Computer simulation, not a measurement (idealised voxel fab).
process module | voxel ribs on slabs
cross-section cut | 145 nm wide | cells 5 nm
A cross-section is a grid of square cells, given in bands from the top down. A band is one or more rows of cells.
Each band's line starts with the height of the band's top and of its bottom, in nm. Then come its materials from left to right, each with its width in nm. One material with "throughout" fills the band from edge to edge. "air" is empty space.
Height 0 is the level under which the wafer as received is all one material. The lowest band goes on downwards, as in "0 down".
A width such as "30 to 40" changes by the same amount from each row of cells to the next, from the band's top row to its bottom row.
"no change" after a step means that no cell of the cross-section changed.
closed voids: empty space of 8 cells or more with no open way to the top, each as width x height at its distance from the left edge, in nm
after a step's settings: what the simulator itself notes on the step
overlay nm, on a step with a mask: how far to the right of its planned place the mask lay; to the left if negative
plan
1 op RECEIVE | material Si
2 op DIRECTIONAL_DEP | material SiO2 | thk nm 25
3 op DIRECTIONAL_DEP | material polySi | thk nm 15
4 op DIRECTIONAL_DEP | material aC | thk nm 15
5 op PATTERN | tone cover | mask id RIB | material resist | width nm 25 | thk nm 35 | overlay nm 0
6 op DIRECTIONAL_ETCH | etch materials aC | depth nm 15
7 op STRIP | etch materials resist
8 op DIRECTIONAL_ETCH | etch materials polySi | depth nm 10
9 op STRIP | etch materials aC
10 op PATTERN | tone cover | mask id SLAB | material resist | width nm 55 | thk nm 15 | overlay nm 0
11 op DIRECTIONAL_ETCH | etch materials polySi | depth nm 5
12 op STRIP | etch materials resist
13 op FILL_DEP | material SiO2 | thk nm 25
14 op CMP | height nm 55
15 op DIRECTIONAL_DEP | material TiN | thk nm 5
16 op DIRECTIONAL_DEP | material aC | thk nm 10
17 op PATTERN | tone cover | mask id HEATER | material resist | width nm 35 | thk nm 25 | overlay nm 0
18 op DIRECTIONAL_ETCH | etch materials aC | depth nm 10
19 op STRIP | etch materials resist
20 op DIRECTIONAL_ETCH | etch materials TiN | depth nm 5
21 op STRIP | etch materials aC
22 op CONFORMAL_DEP | material SiN | thk nm 10
as received, after step 1
  0 down: Si throughout
  closed voids: none
a wafer at the end: this start, this plan, one mistake
  70 to 65: air 45 | SiN 55 | air 45
  65 to 60: SiN throughout
  60 to 55: SiN 55 | TiN 35 | SiN 55
  55 to 15: SiO2 throughout
  15 to 0: polySi throughout
  0 down: Si throughout
  closed voids: none
what went wrong: steps 2 and 3 were swapped
